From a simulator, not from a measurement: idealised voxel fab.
The name of this process module is voxel wiring stack.
Section cut is 205 nm wide and gridded with 5 nm square cells.
The cross-sections in this document take the form of a grid made of square cells. They are written out as bands, in order from top to bottom. Each band consists of one or more rows of cells. Band: top height; bottom height; in nm. Then, left to right: material with width in nm, for each material. "everywhere": a single material spanning edge to edge. "empty": empty space. Height is counted from the level 0, under which the received wafer is composed throughout of one material. The lowest of the bands is not closed at the bottom but continues downward, in the notation "top 0, no bottom". Think of "30 to 40" as a width that walks from the first number to the second as you go down the band, top row to bottom row, taking equal-sized steps from row to row. Reading "remained the same" for a step: not a cell of the cross-section changed in it. "Encapsulated voids" specifies each empty space that is not open to the top and that occupies no fewer than 8 cells, using the form width x height at distance, the distance measured from the left edge and all three quantities in nm. Whatever follows a step's settings on its line is a remark the simulator itself makes about that step. overlay nm: right-of-plan distance of the mask on a masked step; negative values mean left-of-plan.
# Planned step list for the process
1: RECEIVE (material Si)
2: CONFORMAL_DEP (material SiO2; thk nm 10)
3: DIRECTIONAL_DEP (material TiN; thk nm 5)
4: DIRECTIONAL_DEP (material W; thk nm 20)
5: PATTERN (tone cover; mask id METAL_1; material resist; width nm 30; pitch nm 50; thk nm 20; overlay nm 0)
6: DIRECTIONAL_ETCH (etch materials W; depth nm 20)
7: DIRECTIONAL_ETCH (etch materials TiN; depth nm 5)
8: STRIP (etch materials resist)
9: FILL_DEP (material SiO2; thk nm 10)
10: CMP (height nm 35)
11: CONFORMAL_DEP (material SiCN; thk nm 5)
12: DIRECTIONAL_DEP (material lowk; thk nm 30)
13: PATTERN (tone open; mask id METAL_2_HOLES; material resist; width nm 15; pitch nm 50; thk nm 20; overlay nm 0)
14: DIRECTIONAL_ETCH (etch materials lowk; depth nm 30)
15: STRIP (etch materials resist)
16: PATTERN (tone open; mask id METAL_2; material resist; width nm 30; pitch nm 50; thk nm 15; overlay nm 0)
17: DIRECTIONAL_ETCH (etch materials lowk; depth nm 15)
18: DIRECTIONAL_ETCH (etch materials SiCN; depth nm 5)
19: STRIP (etch materials resist)
20: CONFORMAL_DEP (material TiN; thk nm 5)
21: FILL_DEP (material Ru; thk nm 5)
22: CMP (height nm 70)
23: CONFORMAL_DEP (material SiCN; thk nm 5)
24: DIRECTIONAL_DEP (material SiO2; thk nm 25)
25: PATTERN (tone open; mask id METAL_3_HOLES; material resist; width nm 15; pitch nm 50; thk nm 20; overlay nm 0)
26: DIRECTIONAL_ETCH (etch materials SiO2; depth nm 25)
27: STRIP (etch materials resist)
28: DIRECTIONAL_DEP (material aC; thk nm 15)
29: PATTERN (tone open; mask id METAL_3; material resist; width nm 30; pitch nm 50; thk nm 35; overlay nm 0)
30: DIRECTIONAL_ETCH (etch materials aC; depth nm 15)
31: STRIP (etch materials resist)
32: DIRECTIONAL_ETCH (etch materials SiO2; depth nm 15)
33: DIRECTIONAL_ETCH (etch materials SiCN; depth nm 5)
34: STRIP (etch materials aC)
35: CONFORMAL_DEP (material TiN; thk nm 5)
36: FILL_DEP (material Cu; thk nm 10)
37: CMP (height nm 100)
38: CONFORMAL_DEP (material SiCN; thk nm 5)
39: DIRECTIONAL_DEP (material lowk; thk nm 35)
40: DIRECTIONAL_DEP (material aC; thk nm 15)
41: PATTERN (tone open; mask id METAL_4; material resist; width nm 30; pitch nm 50; thk nm 30; overlay nm 0)
42: DIRECTIONAL_ETCH (etch materials aC; depth nm 15)
43: STRIP (etch materials resist)
44: DIRECTIONAL_ETCH (etch materials lowk; depth nm 20)
45: STRIP (etch materials aC)
46: PATTERN (tone open; mask id METAL_4_HOLES; material resist; width nm 15; pitch nm 50; thk nm 20; overlay nm 0)
47: DIRECTIONAL_ETCH (etch materials lowk; depth nm 15)
48: DIRECTIONAL_ETCH (etch materials SiCN; depth nm 5)
49: STRIP (etch materials resist)
50: CONFORMAL_DEP (material TiN; thk nm 5)
51: FILL_DEP (material Ru; thk nm 5)
52: CMP (height nm 140)
53: CONFORMAL_DEP (material SiCN; thk nm 5)
# So, the first of our two wafers, run just as we planned it
# This is the cross-section of the wafer as we received it, i.e. after step 1
* top 0, no bottom  Si everywhere
* Encapsulated voids: none
# Wafer xsec, post step 2
* top 10, bottom 0  SiO2 everywhere
* below 0: unchanged
# Wafer xsec, post step 3
* top 15, bottom 10  TiN everywhere
* below 10: unchanged
# Wafer xsec, post step 4
* top 35, bottom 15  W everywhere
* below 15: unchanged
# Wafer xsec, post step 5
* top 55, bottom 35  empty=60, then resist=30, then empty=20, then resist=30, then empty=65
* below 35: unchanged
# Wafer xsec, post step 6
* top 55, bottom 35  empty=60, then resist=30, then empty=20, then resist=30, then empty=65
* top 35, bottom 15  empty=60, then W=30, then empty=20, then W=30, then empty=65
* below 15: unchanged
# Wafer xsec, post step 7
* top 55, bottom 35  empty=60, then resist=30, then empty=20, then resist=30, then empty=65
* top 35, bottom 15  empty=60, then W=30, then empty=20, then W=30, then empty=65
* top 15, bottom 10  empty=60, then TiN=30, then empty=20, then TiN=30, then empty=65
* below 10: unchanged
# Wafer xsec, post step 8
* top 35, bottom 15  empty=60, then W=30, then empty=20, then W=30, then empty=65
* below 15: unchanged
# Wafer xsec, post step 9
* top 45, bottom 35  SiO2 everywhere
* top 35, bottom 15  SiO2=60, then W=30, then SiO2=20, then W=30, then SiO2=65
* top 15, bottom 10  SiO2=60, then TiN=30, then SiO2=20, then TiN=30, then SiO2=65
* below 10: unchanged
# Wafer xsec, post step 10
* top 35, bottom 15  SiO2=60, then W=30, then SiO2=20, then W=30, then SiO2=65
* below 15: unchanged
# Wafer xsec, post step 11
* top 40, bottom 35  SiCN everywhere
* below 35: unchanged
# Wafer xsec, post step 12
* top 70, bottom 40  lowk everywhere
* below 40: unchanged
# Wafer xsec, post step 13
* top 90, bottom 70  resist=60, then empty=15, then resist=35, then empty=15, then resist=80
* below 70: unchanged
# Wafer xsec, post step 14
* top 90, bottom 70  resist=60, then empty=15, then resist=35, then empty=15, then resist=80
* top 70, bottom 40  lowk=60, then empty=15, then lowk=35, then empty=15, then lowk=80
* below 40: unchanged
# Wafer xsec, post step 15
* top 70, bottom 40  lowk=60, then empty=15, then lowk=35, then empty=15, then lowk=80
* below 40: unchanged
# Wafer xsec, post step 16
* top 85, bottom 70  resist=60, then empty=30, then resist=20, then empty=30, then resist=65
* below 70: unchanged
# Wafer xsec, post step 17
* top 85, bottom 70  resist=60, then empty=30, then resist=20, then empty=30, then resist=65
* top 70, bottom 55  lowk=60, then empty=30, then lowk=20, then empty=30, then lowk=65
* below 55: unchanged
# Wafer xsec, post step 18
* top 85, bottom 70  resist=60, then empty=30, then resist=20, then empty=30, then resist=65
* top 70, bottom 55  lowk=60, then empty=30, then lowk=20, then empty=30, then lowk=65
* top 55, bottom 40  lowk=60, then empty=15, then lowk=35, then empty=15, then lowk=80
* top 40, bottom 35  SiCN=60, then empty=15, then SiCN=35, then empty=15, then SiCN=80
* below 35: unchanged
# Wafer xsec, post step 19
* top 70, bottom 55  lowk=60, then empty=30, then lowk=20, then empty=30, then lowk=65
* below 55: unchanged
# Wafer xsec, post step 20
* top 75, bottom 70  TiN=65, then empty=20, then TiN=30, then empty=20, then TiN=70
* top 70, bottom 60  lowk=60, then TiN=5, then empty=20, then TiN=5, then lowk=20, then TiN=5, then empty=20, then TiN=5, then lowk=65
* top 60, bottom 55  lowk=60, then TiN=5, then empty=5, then TiN=20, then lowk=20, then TiN=5, then empty=5, then TiN=20, then lowk=65
* top 55, bottom 40  lowk=60, then TiN=5, then empty=5, then TiN=5, then lowk=35, then TiN=5, then empty=5, then TiN=5, then lowk=80
* top 40, bottom 35  SiCN=60, then TiN=15, then SiCN=35, then TiN=15, then SiCN=80
* below 35: unchanged
# Wafer xsec, post step 21
* top 80, bottom 75  Ru everywhere
* top 75, bottom 70  TiN=65, then Ru=20, then TiN=30, then Ru=20, then TiN=70
* top 70, bottom 60  lowk=60, then TiN=5, then Ru=20, then TiN=5, then lowk=20, then TiN=5, then Ru=20, then TiN=5, then lowk=65
* top 60, bottom 55  lowk=60, then TiN=5, then Ru=5, then TiN=20, then lowk=20, then TiN=5, then Ru=5, then TiN=20, then lowk=65
* top 55, bottom 40  lowk=60, then TiN=5, then Ru=5, then TiN=5, then lowk=35, then TiN=5, then Ru=5, then TiN=5, then lowk=80
* below 40: unchanged
# Wafer xsec, post step 22
* top 70, bottom 60  lowk=60, then TiN=5, then Ru=20, then TiN=5, then lowk=20, then TiN=5, then Ru=20, then TiN=5, then lowk=65
* below 60: unchanged
# Wafer xsec, post step 23
* top 75, bottom 70  SiCN everywhere
* below 70: unchanged
# Wafer xsec, post step 24
* top 100, bottom 75  SiO2 everywhere
* below 75: unchanged
# Wafer xsec, post step 25
* top 120, bottom 100  resist=60, then empty=15, then resist=35, then empty=15, then resist=80
* below 100: unchanged
# Wafer xsec, post step 26
* top 120, bottom 100  resist=60, then empty=15, then resist=35, then empty=15, then resist=80
* top 100, bottom 75  SiO2=60, then empty=15, then SiO2=35, then empty=15, then SiO2=80
* below 75: unchanged
# Wafer xsec, post step 27
* top 100, bottom 75  SiO2=60, then empty=15, then SiO2=35, then empty=15, then SiO2=80
* below 75: unchanged
# Wafer xsec, post step 28
* top 115, bottom 100  aC=60, then empty=15, then aC=35, then empty=15, then aC=80
* top 100, bottom 90  SiO2=60, then empty=15, then SiO2=35, then empty=15, then SiO2=80
* top 90, bottom 75  SiO2=60, then aC=15, then SiO2=35, then aC=15, then SiO2=80
* below 75: unchanged
# Wafer xsec, post step 29
* top 150, bottom 115  resist=60, then empty=30, then resist=20, then empty=30, then resist=65
* below 115: unchanged
# Wafer xsec, post step 30
* top 135, bottom 115  resist=60, then empty=30, then resist=20, then empty=30, then resist=65
* top 115, bottom 100  aC=60, then empty=30, then aC=20, then empty=30, then aC=65
* top 100, bottom 75  SiO2=60, then empty=15, then SiO2=35, then empty=15, then SiO2=80
* below 75: unchanged
# Wafer xsec, post step 31
* top 115, bottom 100  aC=60, then empty=30, then aC=20, then empty=30, then aC=65
* below 100: unchanged
# Wafer xsec, post step 32
* top 115, bottom 100  aC=60, then empty=30, then aC=20, then empty=30, then aC=65
* top 100, bottom 85  SiO2=60, then empty=30, then SiO2=20, then empty=30, then SiO2=65
* below 85: unchanged
# Wafer xsec, post step 33
* top 115, bottom 100  aC=60, then empty=30, then aC=20, then empty=30, then aC=65
* top 100, bottom 85  SiO2=60, then empty=30, then SiO2=20, then empty=30, then SiO2=65
* top 85, bottom 75  SiO2=60, then empty=15, then SiO2=35, then empty=15, then SiO2=80
* top 75, bottom 70  SiCN=60, then empty=15, then SiCN=35, then empty=15, then SiCN=80
* below 70: unchanged
# Wafer xsec, post step 34
* top 100, bottom 85  SiO2=60, then empty=30, then SiO2=20, then empty=30, then SiO2=65
* below 85: unchanged
# Wafer xsec, post step 35
* top 105, bottom 100  TiN=65, then empty=20, then TiN=30, then empty=20, then TiN=70
* top 100, bottom 90  SiO2=60, then TiN=5, then empty=20, then TiN=5, then SiO2=20, then TiN=5, then empty=20, then TiN=5, then SiO2=65
* top 90, bottom 85  SiO2=60, then TiN=5, then empty=5, then TiN=20, then SiO2=20, then TiN=5, then empty=5, then TiN=20, then SiO2=65
* top 85, bottom 75  SiO2=60, then TiN=5, then empty=5, then TiN=5, then SiO2=35, then TiN=5, then empty=5, then TiN=5, then SiO2=80
* top 75, bottom 70  SiCN=60, then TiN=15, then SiCN=35, then TiN=15, then SiCN=80
* below 70: unchanged
# Wafer xsec, post step 36
* top 115, bottom 105  Cu everywhere
* top 105, bottom 100  TiN=65, then Cu=20, then TiN=30, then Cu=20, then TiN=70
* top 100, bottom 90  SiO2=60, then TiN=5, then Cu=20, then TiN=5, then SiO2=20, then TiN=5, then Cu=20, then TiN=5, then SiO2=65
* top 90, bottom 85  SiO2=60, then TiN=5, then Cu=5, then TiN=20, then SiO2=20, then TiN=5, then Cu=5, then TiN=20, then SiO2=65
* top 85, bottom 75  SiO2=60, then TiN=5, then Cu=5, then TiN=5, then SiO2=35, then TiN=5, then Cu=5, then TiN=5, then SiO2=80
* below 75: unchanged
# Wafer xsec, post step 37
* top 100, bottom 90  SiO2=60, then TiN=5, then Cu=20, then TiN=5, then SiO2=20, then TiN=5, then Cu=20, then TiN=5, then SiO2=65
* below 90: unchanged
# Wafer xsec, post step 38
* top 105, bottom 100  SiCN everywhere
* below 100: unchanged
# Wafer xsec, post step 39
* top 140, bottom 105  lowk everywhere
* below 105: unchanged
# Wafer xsec, post step 40
* top 155, bottom 140  aC everywhere
* below 140: unchanged
# Wafer xsec, post step 41
* top 185, bottom 155  resist=60, then empty=30, then resist=20, then empty=30, then resist=65
* below 155: unchanged
# Wafer xsec, post step 42
* top 170, bottom 155  resist=60, then empty=30, then resist=20, then empty=30, then resist=65
* top 155, bottom 140  aC=60, then empty=30, then aC=20, then empty=30, then aC=65
* below 140: unchanged
# Wafer xsec, post step 43
* top 155, bottom 140  aC=60, then empty=30, then aC=20, then empty=30, then aC=65
* below 140: unchanged
# Wafer xsec, post step 44
* top 155, bottom 140  aC=60, then empty=30, then aC=20, then empty=30, then aC=65
* top 140, bottom 120  lowk=60, then empty=30, then lowk=20, then empty=30, then lowk=65
* below 120: unchanged
# Wafer xsec, post step 45
* top 140, bottom 120  lowk=60, then empty=30, then lowk=20, then empty=30, then lowk=65
* below 120: unchanged
# Wafer xsec, post step 46
* top 160, bottom 140  resist=60, then empty=15, then resist=35, then empty=15, then resist=80
* top 140, bottom 120  lowk=60, then empty=15, then resist=15, then lowk=20, then empty=15, then resist=15, then lowk=65
* below 120: unchanged
# Wafer xsec, post step 47
* top 160, bottom 140  resist=60, then empty=15, then resist=35, then empty=15, then resist=80
* top 140, bottom 120  lowk=60, then empty=15, then resist=15, then lowk=20, then empty=15, then resist=15, then lowk=65
* top 120, bottom 105  lowk=60, then empty=15, then lowk=35, then empty=15, then lowk=80
* below 105: unchanged
# Wafer xsec, post step 48
* top 160, bottom 140  resist=60, then empty=15, then resist=35, then empty=15, then resist=80
* top 140, bottom 120  lowk=60, then empty=15, then resist=15, then lowk=20, then empty=15, then resist=15, then lowk=65
* top 120, bottom 105  lowk=60, then empty=15, then lowk=35, then empty=15, then lowk=80
* top 105, bottom 100  SiCN=60, then empty=15, then SiCN=35, then empty=15, then SiCN=80
* below 100: unchanged
# Wafer xsec, post step 49
* top 140, bottom 120  lowk=60, then empty=30, then lowk=20, then empty=30, then lowk=65
* below 120: unchanged
# Wafer xsec, post step 50
* top 145, bottom 140  TiN=65, then empty=20, then TiN=30, then empty=20, then TiN=70
* top 140, bottom 125  lowk=60, then TiN=5, then empty=20, then TiN=5, then lowk=20, then TiN=5, then empty=20, then TiN=5, then lowk=65
* top 125, bottom 120  lowk=60, then TiN=5, then empty=5, then TiN=20, then lowk=20, then TiN=5, then empty=5, then TiN=20, then lowk=65
* top 120, bottom 105  lowk=60, then TiN=5, then empty=5, then TiN=5, then lowk=35, then TiN=5, then empty=5, then TiN=5, then lowk=80
* top 105, bottom 100  SiCN=60, then TiN=15, then SiCN=35, then TiN=15, then SiCN=80
* below 100: unchanged
# Wafer xsec, post step 51
* top 150, bottom 145  Ru everywhere
* top 145, bottom 140  TiN=65, then Ru=20, then TiN=30, then Ru=20, then TiN=70
* top 140, bottom 125  lowk=60, then TiN=5, then Ru=20, then TiN=5, then lowk=20, then TiN=5, then Ru=20, then TiN=5, then lowk=65
* top 125, bottom 120  lowk=60, then TiN=5, then Ru=5, then TiN=20, then lowk=20, then TiN=5, then Ru=5, then TiN=20, then lowk=65
* top 120, bottom 105  lowk=60, then TiN=5, then Ru=5, then TiN=5, then lowk=35, then TiN=5, then Ru=5, then TiN=5, then lowk=80
* below 105: unchanged
# Wafer xsec, post step 52
* top 140, bottom 125  lowk=60, then TiN=5, then Ru=20, then TiN=5, then lowk=20, then TiN=5, then Ru=20, then TiN=5, then lowk=65
* below 125: unchanged
# Wafer xsec, post step 53
* top 145, bottom 140  SiCN everywhere
* below 140: unchanged
# Regarding the second of the two wafers: it shared the first wafer's starting condition and process plan, yet one error occurred during its execution. Its history coincides with that of the first wafer up to and including step 3
# Planned end of step 4: second wafer, cross-section
* top 30, bottom 15  W everywhere
* below 15: unchanged
# Planned end of step 5: second wafer, cross-section
* top 50, bottom 30  empty=60, then resist=30, then empty=20, then resist=30, then empty=65
* below 30: unchanged
# Planned end of step 6: second wafer, cross-section
* top 50, bottom 30  empty=60, then resist=30, then empty=20, then resist=30, then empty=65
* top 30, bottom 15  empty=60, then W=30, then empty=20, then W=30, then empty=65
* below 15: unchanged
# Planned end of step 7: second wafer, cross-section
* top 50, bottom 30  empty=60, then resist=30, then empty=20, then resist=30, then empty=65
* top 30, bottom 15  empty=60, then W=30, then empty=20, then W=30, then empty=65
* top 15, bottom 10  empty=60, then TiN=30, then empty=20, then TiN=30, then empty=65
* below 10: unchanged
# Planned end of step 8: second wafer, cross-section
* top 30, bottom 15  empty=60, then W=30, then empty=20, then W=30, then empty=65
* below 15: unchanged
# Planned end of step 9: second wafer, cross-section
* top 40, bottom 30  SiO2 everywhere
* top 30, bottom 15  SiO2=60, then W=30, then SiO2=20, then W=30, then SiO2=65
* top 15, bottom 10  SiO2=60, then TiN=30, then SiO2=20, then TiN=30, then SiO2=65
* below 10: unchanged
# Planned end of step 10: second wafer, cross-section
* top 35, bottom 30  SiO2 everywhere
* below 30: unchanged
# Planned end of step 11: second wafer, cross-section
* top 40, bottom 35  SiCN everywhere
* below 35: unchanged
# Planned end of step 12: second wafer, cross-section
* top 70, bottom 40  lowk everywhere
* below 40: unchanged
# Planned end of step 13: second wafer, cross-section
* top 90, bottom 70  resist=60, then empty=15, then resist=35, then empty=15, then resist=80
* below 70: unchanged
# Planned end of step 14: second wafer, cross-section
* top 90, bottom 70  resist=60, then empty=15, then resist=35, then empty=15, then resist=80
* top 70, bottom 40  lowk=60, then empty=15, then lowk=35, then empty=15, then lowk=80
* below 40: unchanged
# Planned end of step 15: second wafer, cross-section
* top 70, bottom 40  lowk=60, then empty=15, then lowk=35, then empty=15, then lowk=80
* below 40: unchanged
# Planned end of step 16: second wafer, cross-section
* top 85, bottom 70  resist=60, then empty=30, then resist=20, then empty=30, then resist=65
* below 70: unchanged
# Planned end of step 17: second wafer, cross-section
* top 85, bottom 70  resist=60, then empty=30, then resist=20, then empty=30, then resist=65
* top 70, bottom 55  lowk=60, then empty=30, then lowk=20, then empty=30, then lowk=65
* below 55: unchanged
# Planned end of step 18: second wafer, cross-section
* top 85, bottom 70  resist=60, then empty=30, then resist=20, then empty=30, then resist=65
* top 70, bottom 55  lowk=60, then empty=30, then lowk=20, then empty=30, then lowk=65
* top 55, bottom 40  lowk=60, then empty=15, then lowk=35, then empty=15, then lowk=80
* top 40, bottom 35  SiCN=60, then empty=15, then SiCN=35, then empty=15, then SiCN=80
* below 35: unchanged
# Planned end of step 19: second wafer, cross-section
* top 70, bottom 55  lowk=60, then empty=30, then lowk=20, then empty=30, then lowk=65
* below 55: unchanged
# Planned end of step 20: second wafer, cross-section
* top 75, bottom 70  TiN=65, then empty=20, then TiN=30, then empty=20, then TiN=70
* top 70, bottom 60  lowk=60, then TiN=5, then empty=20, then TiN=5, then lowk=20, then TiN=5, then empty=20, then TiN=5, then lowk=65
* top 60, bottom 55  lowk=60, then TiN=5, then empty=5, then TiN=20, then lowk=20, then TiN=5, then empty=5, then TiN=20, then lowk=65
* top 55, bottom 40  lowk=60, then TiN=5, then empty=5, then TiN=5, then lowk=35, then TiN=5, then empty=5, then TiN=5, then lowk=80
* top 40, bottom 35  SiCN=60, then TiN=15, then SiCN=35, then TiN=15, then SiCN=80
* below 35: unchanged
# Planned end of step 21: second wafer, cross-section
* top 80, bottom 75  Ru everywhere
* top 75, bottom 70  TiN=65, then Ru=20, then TiN=30, then Ru=20, then TiN=70
* top 70, bottom 60  lowk=60, then TiN=5, then Ru=20, then TiN=5, then lowk=20, then TiN=5, then Ru=20, then TiN=5, then lowk=65
* top 60, bottom 55  lowk=60, then TiN=5, then Ru=5, then TiN=20, then lowk=20, then TiN=5, then Ru=5, then TiN=20, then lowk=65
* top 55, bottom 40  lowk=60, then TiN=5, then Ru=5, then TiN=5, then lowk=35, then TiN=5, then Ru=5, then TiN=5, then lowk=80
* below 40: unchanged
# Planned end of step 22: second wafer, cross-section
* top 70, bottom 60  lowk=60, then TiN=5, then Ru=20, then TiN=5, then lowk=20, then TiN=5, then Ru=20, then TiN=5, then lowk=65
* below 60: unchanged
# Planned end of step 23: second wafer, cross-section
* top 75, bottom 70  SiCN everywhere
* below 70: unchanged
# Planned end of step 24: second wafer, cross-section
* top 100, bottom 75  SiO2 everywhere
* below 75: unchanged
# Planned end of step 25: second wafer, cross-section
* top 120, bottom 100  resist=60, then empty=15, then resist=35, then empty=15, then resist=80
* below 100: unchanged
# Planned end of step 26: second wafer, cross-section
* top 120, bottom 100  resist=60, then empty=15, then resist=35, then empty=15, then resist=80
* top 100, bottom 75  SiO2=60, then empty=15, then SiO2=35, then empty=15, then SiO2=80
* below 75: unchanged
# Planned end of step 27: second wafer, cross-section
* top 100, bottom 75  SiO2=60, then empty=15, then SiO2=35, then empty=15, then SiO2=80
* below 75: unchanged
# Planned end of step 28: second wafer, cross-section
* top 115, bottom 100  aC=60, then empty=15, then aC=35, then empty=15, then aC=80
* top 100, bottom 90  SiO2=60, then empty=15, then SiO2=35, then empty=15, then SiO2=80
* top 90, bottom 75  SiO2=60, then aC=15, then SiO2=35, then aC=15, then SiO2=80
* below 75: unchanged
# Planned end of step 29: second wafer, cross-section
* top 150, bottom 115  resist=60, then empty=30, then resist=20, then empty=30, then resist=65
* below 115: unchanged
# Planned end of step 30: second wafer, cross-section
* top 135, bottom 115  resist=60, then empty=30, then resist=20, then empty=30, then resist=65
* top 115, bottom 100  aC=60, then empty=30, then aC=20, then empty=30, then aC=65
* top 100, bottom 75  SiO2=60, then empty=15, then SiO2=35, then empty=15, then SiO2=80
* below 75: unchanged
# Planned end of step 31: second wafer, cross-section
* top 115, bottom 100  aC=60, then empty=30, then aC=20, then empty=30, then aC=65
* below 100: unchanged
# Planned end of step 32: second wafer, cross-section
* top 115, bottom 100  aC=60, then empty=30, then aC=20, then empty=30, then aC=65
* top 100, bottom 85  SiO2=60, then empty=30, then SiO2=20, then empty=30, then SiO2=65
* below 85: unchanged
# Planned end of step 33: second wafer, cross-section
* top 115, bottom 100  aC=60, then empty=30, then aC=20, then empty=30, then aC=65
* top 100, bottom 85  SiO2=60, then empty=30, then SiO2=20, then empty=30, then SiO2=65
* top 85, bottom 75  SiO2=60, then empty=15, then SiO2=35, then empty=15, then SiO2=80
* top 75, bottom 70  SiCN=60, then empty=15, then SiCN=35, then empty=15, then SiCN=80
* below 70: unchanged
# Planned end of step 34: second wafer, cross-section
* top 100, bottom 85  SiO2=60, then empty=30, then SiO2=20, then empty=30, then SiO2=65
* below 85: unchanged
# Planned end of step 35: second wafer, cross-section
* top 105, bottom 100  TiN=65, then empty=20, then TiN=30, then empty=20, then TiN=70
* top 100, bottom 90  SiO2=60, then TiN=5, then empty=20, then TiN=5, then SiO2=20, then TiN=5, then empty=20, then TiN=5, then SiO2=65
* top 90, bottom 85  SiO2=60, then TiN=5, then empty=5, then TiN=20, then SiO2=20, then TiN=5, then empty=5, then TiN=20, then SiO2=65
* top 85, bottom 75  SiO2=60, then TiN=5, then empty=5, then TiN=5, then SiO2=35, then TiN=5, then empty=5, then TiN=5, then SiO2=80
* top 75, bottom 70  SiCN=60, then TiN=15, then SiCN=35, then TiN=15, then SiCN=80
* below 70: unchanged
# Planned end of step 36: second wafer, cross-section
* top 115, bottom 105  Cu everywhere
* top 105, bottom 100  TiN=65, then Cu=20, then TiN=30, then Cu=20, then TiN=70
* top 100, bottom 90  SiO2=60, then TiN=5, then Cu=20, then TiN=5, then SiO2=20, then TiN=5, then Cu=20, then TiN=5, then SiO2=65
* top 90, bottom 85  SiO2=60, then TiN=5, then Cu=5, then TiN=20, then SiO2=20, then TiN=5, then Cu=5, then TiN=20, then SiO2=65
* top 85, bottom 75  SiO2=60, then TiN=5, then Cu=5, then TiN=5, then SiO2=35, then TiN=5, then Cu=5, then TiN=5, then SiO2=80
* below 75: unchanged
# Planned end of step 37: second wafer, cross-section
* top 100, bottom 90  SiO2=60, then TiN=5, then Cu=20, then TiN=5, then SiO2=20, then TiN=5, then Cu=20, then TiN=5, then SiO2=65
* below 90: unchanged
# Planned end of step 38: second wafer, cross-section
* top 105, bottom 100  SiCN everywhere
* below 100: unchanged
# Planned end of step 39: second wafer, cross-section
* top 140, bottom 105  lowk everywhere
* below 105: unchanged
# Planned end of step 40: second wafer, cross-section
* top 155, bottom 140  aC everywhere
* below 140: unchanged
# Planned end of step 41: second wafer, cross-section
* top 185, bottom 155  resist=60, then empty=30, then resist=20, then empty=30, then resist=65
* below 155: unchanged
# Planned end of step 42: second wafer, cross-section
* top 170, bottom 155  resist=60, then empty=30, then resist=20, then empty=30, then resist=65
* top 155, bottom 140  aC=60, then empty=30, then aC=20, then empty=30, then aC=65
* below 140: unchanged
# Planned end of step 43: second wafer, cross-section
* top 155, bottom 140  aC=60, then empty=30, then aC=20, then empty=30, then aC=65
* below 140: unchanged
# Planned end of step 44: second wafer, cross-section
* top 155, bottom 140  aC=60, then empty=30, then aC=20, then empty=30, then aC=65
* top 140, bottom 120  lowk=60, then empty=30, then lowk=20, then empty=30, then lowk=65
* below 120: unchanged
# Planned end of step 45: second wafer, cross-section
* top 140, bottom 120  lowk=60, then empty=30, then lowk=20, then empty=30, then lowk=65
* below 120: unchanged
# Planned end of step 46: second wafer, cross-section
* top 160, bottom 140  resist=60, then empty=15, then resist=35, then empty=15, then resist=80
* top 140, bottom 120  lowk=60, then empty=15, then resist=15, then lowk=20, then empty=15, then resist=15, then lowk=65
* below 120: unchanged
# Planned end of step 47: second wafer, cross-section
* top 160, bottom 140  resist=60, then empty=15, then resist=35, then empty=15, then resist=80
* top 140, bottom 120  lowk=60, then empty=15, then resist=15, then lowk=20, then empty=15, then resist=15, then lowk=65
* top 120, bottom 105  lowk=60, then empty=15, then lowk=35, then empty=15, then lowk=80
* below 105: unchanged
# Planned end of step 48: second wafer, cross-section
* top 160, bottom 140  resist=60, then empty=15, then resist=35, then empty=15, then resist=80
* top 140, bottom 120  lowk=60, then empty=15, then resist=15, then lowk=20, then empty=15, then resist=15, then lowk=65
* top 120, bottom 105  lowk=60, then empty=15, then lowk=35, then empty=15, then lowk=80
* top 105, bottom 100  SiCN=60, then empty=15, then SiCN=35, then empty=15, then SiCN=80
* below 100: unchanged
# Planned end of step 49: second wafer, cross-section
* top 140, bottom 120  lowk=60, then empty=30, then lowk=20, then empty=30, then lowk=65
* below 120: unchanged
# Planned end of step 50: second wafer, cross-section
* top 145, bottom 140  TiN=65, then empty=20, then TiN=30, then empty=20, then TiN=70
* top 140, bottom 125  lowk=60, then TiN=5, then empty=20, then TiN=5, then lowk=20, then TiN=5, then empty=20, then TiN=5, then lowk=65
* top 125, bottom 120  lowk=60, then TiN=5, then empty=5, then TiN=20, then lowk=20, then TiN=5, then empty=5, then TiN=20, then lowk=65
* top 120, bottom 105  lowk=60, then TiN=5, then empty=5, then TiN=5, then lowk=35, then TiN=5, then empty=5, then TiN=5, then lowk=80
* top 105, bottom 100  SiCN=60, then TiN=15, then SiCN=35, then TiN=15, then SiCN=80
* below 100: unchanged
# Planned end of step 51: second wafer, cross-section
* top 150, bottom 145  Ru everywhere
* top 145, bottom 140  TiN=65, then Ru=20, then TiN=30, then Ru=20, then TiN=70
* top 140, bottom 125  lowk=60, then TiN=5, then Ru=20, then TiN=5, then lowk=20, then TiN=5, then Ru=20, then TiN=5, then lowk=65
* top 125, bottom 120  lowk=60, then TiN=5, then Ru=5, then TiN=20, then lowk=20, then TiN=5, then Ru=5, then TiN=20, then lowk=65
* top 120, bottom 105  lowk=60, then TiN=5, then Ru=5, then TiN=5, then lowk=35, then TiN=5, then Ru=5, then TiN=5, then lowk=80
* below 105: unchanged
# Planned end of step 52: second wafer, cross-section
* top 140, bottom 125  lowk=60, then TiN=5, then Ru=20, then TiN=5, then lowk=20, then TiN=5, then Ru=20, then TiN=5, then lowk=65
* below 125: unchanged
# Planned end of step 53: second wafer, cross-section
* top 145, bottom 140  SiCN everywhere
* below 140: unchanged
Run error: step 4 deviated from plan and actually ran as DIRECTIONAL_DEP (material W; thk nm 15)
Upon completion, the second wafer contains, in terms of cells, a greater or smaller amount of certain materials than the first wafer: SiO2 +12, W -12
